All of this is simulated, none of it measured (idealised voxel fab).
Name of the process module below: voxel wiring stack
Xsec cut, 150 nm wide, square cell size 5 nm.
Reading order for cross-sections: top band down to bottom band. Underlying form: a grid of square cells. Band size: one or more rows of cells. Band: top and bottom heights (nm) first, top before bottom; then materials from left to right, widths in nm. "throughout" marks a sole material filling the band edge to edge. "air" denotes empty space. Heights are expressed relative to 0, this being the level below which the as-received wafer comprises one material exclusively. The lowest band is unbounded in the downward direction and is denoted as in "0 down". The expression "30 to 40" gives the width at the extremes of the band, the first number at its top row of cells and the second at its bottom row, with the width changing by equal amounts from each row to the next in between. Where a step carries "remained unchanged", the cross-section came out of it unchanged, cell for cell. This entry, "Sealed void inventory", enumerates those empty regions of no fewer than 8 cells that possess no open connection to the top. Each region is reported in the form width x height at distance, the distance being taken from the left edge, with all three quantities expressed in nm. Step line, after settings: the simulator's comment on this step. overlay nm: on a step with a mask, how far right of its planned place the mask lay; negative means left.
# Below is the list of planned process steps
1) RECEIVE (material Si)
2) CONFORMAL_DEP (material SiO2; thk nm 15)
3) DIRECTIONAL_DEP (material TiN; thk nm 5)
4) DIRECTIONAL_DEP (material Ru; thk nm 15)
5) MASKED_ETCH (tone cover; mask id METAL_1; width nm 25; pitch nm 45; etch materials Ru; depth nm 15; overlay nm 0)
6) MASKED_ETCH (tone cover; mask id METAL_1; width nm 25; pitch nm 45; etch materials TiN; depth nm 5; overlay nm 0)
7) CONFORMAL_DEP (material SiN; thk nm 5)
8) FILL_DEP (material lowk; thk nm 5)
9) CMP (height nm 35)
10) CONFORMAL_DEP (material SiCN; thk nm 5)
11) DIRECTIONAL_DEP (material SiO2; thk nm 15)
12) MASKED_ETCH (tone open; mask id PLUG_1; width nm 15; pitch nm 90; etch materials SiO2; depth nm 15; overlay nm 0)
13) MASKED_ETCH (tone open; mask id PLUG_1; width nm 15; pitch nm 90; etch materials SiCN; depth nm 5; overlay nm 0)
14) CONFORMAL_DEP (material TiN; thk nm 5)
15) FILL_DEP (material Cu; thk nm 10)
16) CMP (height nm 55)
17) CONFORMAL_DEP (material SiCN; thk nm 5)
18) DIRECTIONAL_DEP (material lowk; thk nm 15)
19) DIRECTIONAL_DEP (material aC; thk nm 15)
20) PATTERN (tone open; mask id METAL_2; material resist; width nm 25; pitch nm 45; thk nm 30; overlay nm 0)
21) DIRECTIONAL_ETCH (etch materials aC; depth nm 15)
22) STRIP (etch materials resist)
23) DIRECTIONAL_ETCH (etch materials lowk; depth nm 15)
24) DIRECTIONAL_ETCH (etch materials SiCN; depth nm 5)
25) STRIP (etch materials aC)
26) CONFORMAL_DEP (material TiN; thk nm 5)
27) FILL_DEP (material Ru; thk nm 10)
28) CMP (height nm 75)
29) CONFORMAL_DEP (material SiCN; thk nm 5)
30) DIRECTIONAL_DEP (material SiO2; thk nm 35)
31) MASKED_ETCH (tone open; mask id METAL_3_HOLES; width nm 15; pitch nm 45; etch materials SiO2; depth nm 35; overlay nm 0)
32) PATTERN (tone open; mask id METAL_3; material resist; width nm 25; pitch nm 45; thk nm 15; overlay nm 0)
33) DIRECTIONAL_ETCH (etch materials SiO2; depth nm 20)
34) DIRECTIONAL_ETCH (etch materials SiCN; depth nm 5)
35) STRIP (etch materials resist)
36) CONFORMAL_DEP (material TiN; thk nm 5)
37) FILL_DEP (material Cu; thk nm 5)
38) CMP (height nm 115)
39) CONFORMAL_DEP (material SiN; thk nm 5)
# as received, after step 1
- 0 down: Si throughout
- Sealed void inventory: none
# The first of two wafers, cross-sectioned at the end of the module, with the run proceeding as planned
- 120 to 115: SiN throughout
- 115 to 100: SiO2=15, then TiN=5, then Cu=15, then TiN=5, then SiO2=20, then TiN=5, then Cu=15, then TiN=5, then SiO2=20, then TiN=5, then Cu=15, then TiN=5, then SiO2=20
- 100 to 95: SiO2=15, then TiN=5, then Cu=5, then TiN=15, then SiO2=20, then TiN=5, then Cu=5, then TiN=15, then SiO2=20, then TiN=5, then Cu=5, then TiN=15, then SiO2=20
- 95 to 80: SiO2=15, then TiN=5, then Cu=5, then TiN=5, then SiO2=30, then TiN=5, then Cu=5, then TiN=5, then SiO2=30, then TiN=5, then Cu=5, then TiN=5, then SiO2=30
- 80 to 75: SiCN=15, then TiN=15, then SiCN=30, then TiN=15, then SiCN=30, then TiN=15, then SiCN=30
- 75 to 60: lowk=15, then TiN=5, then Ru=15, then TiN=5, then lowk=20, then TiN=5, then Ru=15, then TiN=5, then lowk=20, then TiN=5, then Ru=15, then TiN=5, then lowk=20
- 60 to 55: SiCN=15, then TiN=25, then SiCN=20, then TiN=25, then SiCN=20, then TiN=25, then SiCN=20
- 55 to 40: SiO2=15, then TiN=5, then Cu=5, then TiN=5, then SiO2=75, then TiN=5, then Cu=5, then TiN=5, then SiO2=30
- 40 to 35: SiCN=15, then TiN=15, then SiCN=75, then TiN=15, then SiCN=30
- 35 to 20: lowk=10, then SiN=5, then Ru=25, then SiN=5, then lowk=10, then SiN=5, then Ru=25, then SiN=5, then lowk=10, then SiN=5, then Ru=25, then SiN=5, then lowk=15
- 20 to 15: SiN=15, then TiN=25, then SiN=20, then TiN=25, then SiN=20, then TiN=25, then SiN=20
- 15 to 0: SiO2 throughout
- 0 down: Si throughout
- Sealed void inventory: none
# second wafer at the end: like start, like plan, one mistake
- 120 to 115: SiN throughout
- 115 to 100: SiO2=15, then TiN=5, then Cu=15, then TiN=5, then SiO2=20, then TiN=5, then Cu=15, then TiN=5, then SiO2=20, then TiN=5, then Cu=15, then TiN=5, then SiO2=20
- 100 to 95: SiO2=15, then TiN=5, then Cu=5, then TiN=15, then SiO2=20, then TiN=5, then Cu=5, then TiN=15, then SiO2=20, then TiN=5, then Cu=5, then TiN=15, then SiO2=20
- 95 to 80: SiO2=15, then TiN=5, then Cu=5, then TiN=5, then SiO2=30, then TiN=5, then Cu=5, then TiN=5, then SiO2=30, then TiN=5, then Cu=5, then TiN=5, then SiO2=30
- 80 to 75: SiCN=15, then TiN=15, then SiCN=30, then TiN=15, then SiCN=30, then TiN=15, then SiCN=30
- 75 to 60: lowk=15, then TiN=5, then Ru=15, then TiN=5, then lowk=20, then TiN=5, then Ru=15, then TiN=5, then lowk=20, then TiN=5, then Ru=15, then TiN=5, then lowk=20
- 60 to 55: SiCN=15, then TiN=25, then SiCN=20, then TiN=25, then SiCN=20, then TiN=25, then SiCN=20
- 55 to 50: Cu throughout
- 50 to 45: TiN=20, then Cu=5, then TiN=85, then Cu=5, then TiN=35
- 45 to 40: SiO2=15, then TiN=5, then Cu=5, then TiN=5, then SiO2=75, then TiN=5, then Cu=5, then TiN=5, then SiO2=30
- 40 to 35: SiCN=15, then TiN=15, then SiCN=75, then TiN=15, then SiCN=30
- 35 to 20: lowk=10, then SiN=5, then Ru=25, then SiN=5, then lowk=10, then SiN=5, then Ru=25, then SiN=5, then lowk=10, then SiN=5, then Ru=25, then SiN=5, then lowk=15
- 20 to 15: SiN=15, then TiN=25, then SiN=20, then TiN=25, then SiN=20, then TiN=25, then SiN=20
- 15 to 0: SiO2 throughout
- 0 down: Si throughout
- Sealed void inventory: none
Which mistake was made when the wafer was run? it should be noted that step 11 was executed with settings other than those planned, the operation and settings actually applied being DIRECTIONAL_DEP (material SiO2; thk nm 5)
FYI, end of process, the second wafer has more or fewer cells of some materials than the first: Cu: 28 more; SiO2: 48 fewer; TiN: 20 more
